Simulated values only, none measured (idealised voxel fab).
Process module in this document: voxel self aligned contacts
Section shown: cut. Width: 200 nm. Cell size: 5 nm, square.
Format of a cross-section: grid, square cells. Given as bands. Order: top down. Band: one or more rows of cells.
Band: top and bottom heights (nm) first, top before bottom; then materials from left to right, widths in nm. "edge to edge" marks a sole material filling the band edge to edge. "blank" denotes empty space.
A quick word on heights: they are counted from 0, and under that level the wafer as it came to us is one material throughout. The lowest band is different from the rest in having no bottom; it simply continues downward, written as in "from 0 down".
The width entry "30->40" should be interpreted row by row: the top row of cells in the band takes the first number, the bottom row takes the second number, and the change between adjacent rows is uniform throughout.
Take "no modification" at face value: in the step it is given for, the cross-section changed in none of its cells.
Empty spaces counting at least 8 cells and having no open way to the top are listed in "Enclosed void list". The notation width x height at distance is used for each, the distance being from the left edge and all three values in nm.
Past the settings on a step's line: simulator remark, on that step.
"overlay nm" on a masked step: distance the mask lay right of its planned place, negative for left.
### The steps planned for the process are as follows
1. RECEIVE (material Si)
2. OXIDIZE (depth nm 5)
3. DIRECTIONAL_DEP (material polySi; thk nm 20)
4. DIRECTIONAL_DEP (material SiN; thk nm 25)
5. DIRECTIONAL_DEP (material aC; thk nm 10)
6. PATTERN (tone cover; mask id GATE; material resist; width nm 30; pitch nm 65; thk nm 30; overlay nm 0)
7. DIRECTIONAL_ETCH (etch materials aC; depth nm 10)
8. STRIP (etch materials resist)
9. DIRECTIONAL_ETCH (etch materials SiN; depth nm 25)
10. DIRECTIONAL_ETCH (etch materials polySi; depth nm 20)
11. STRIP (etch materials aC)
12. CONFORMAL_DEP (material SiN; thk nm 10)
13. DIRECTIONAL_ETCH (etch materials SiN; depth nm 10)
14. FILL_DEP (material SiO2; thk nm 20)
15. CMP (height nm 55)
16. MASKED_ETCH (tone open; mask id CONTACT; width nm 45; pitch nm 65; etch materials SiO2; depth nm 60; overlay nm 0)
17. CONFORMAL_DEP (material TiN; thk nm 5)
18. FILL_DEP (material Ru; thk nm 10)
19. CMP (height nm 55)
20. CONFORMAL_DEP (material SiN; thk nm 5)
### As-received state of the wafer in cross-section, equivalent to post-step 1
  from 0 down  Si edge to edge
  Enclosed void list: none
### End-of-module cross-section of the first of two wafers, processed as planned
  from 60 to 55  SiN edge to edge
  from 55 to 45  45 SiO2, then 5->20 TiN, then 35->5 Ru, then 5->20 TiN, then 20 SiO2, then 5->20 TiN, then 35->5 Ru, then 5->20 TiN, then 45 SiO2
  from 45 to 20  10 SiO2, then 50 SiN, then 5 TiN, then 5 Ru, then 5 TiN, then 50 SiN, then 5 TiN, then 5 Ru, then 5 TiN, then 50 SiN, then 10 SiO2
  from 20 to 0  10 SiO2, then 10 SiN, then 30 polySi, then 10 SiN, then 5 TiN, then 5 Ru, then 5 TiN, then 10 SiN, then 30 polySi, then 10 SiN, then 5 TiN, then 5 Ru, then 5 TiN, then 10 SiN, then 30 polySi, then 10 SiN, then 10 SiO2
  from 0 to -5  60 SiO2, then 15 TiN, then 50 SiO2, then 15 TiN, then 60 SiO2
  from -5 down  Si edge to edge
  Enclosed void list: none
### Module end: cross-section of wafer two of two. Same start and process plan as the first wafer. One mistake during execution
  from 60 to 55  SiN edge to edge
  from 55 to 40  45 SiO2, then 5 TiN, then 35 Ru, then 5 TiN, then 20 SiO2, then 5 TiN, then 35 Ru, then 5 TiN, then 45 SiO2
  from 40 to 35  45 SiO2, then 10 TiN, then 25 Ru, then 10 TiN, then 20 SiO2, then 10 TiN, then 25 Ru, then 10 TiN, then 45 SiO2
  from 35 to 20  20 SiO2, then 30 SiN, then 5 TiN, then 25 Ru, then 5 TiN, then 30 SiN, then 5 TiN, then 25 Ru, then 5 TiN, then 30 SiN, then 20 SiO2
  from 20 to 0  20 SiO2, then 30 polySi, then 5 TiN, then 25 Ru, then 5 TiN, then 30 polySi, then 5 TiN, then 25 Ru, then 5 TiN, then 30 polySi, then 20 SiO2
  from 0 to -5  50 SiO2, then 35 TiN, then 30 SiO2, then 35 TiN, then 50 SiO2
  from -5 down  Si edge to edge
  Enclosed void list: none
The mistake made against the process plan was this: plan step 12 was not performed, having been skipped
Final wafer comparison in cells, second versus first, more or fewer per material: +88 Ru, -144 SiN, +56 SiO2
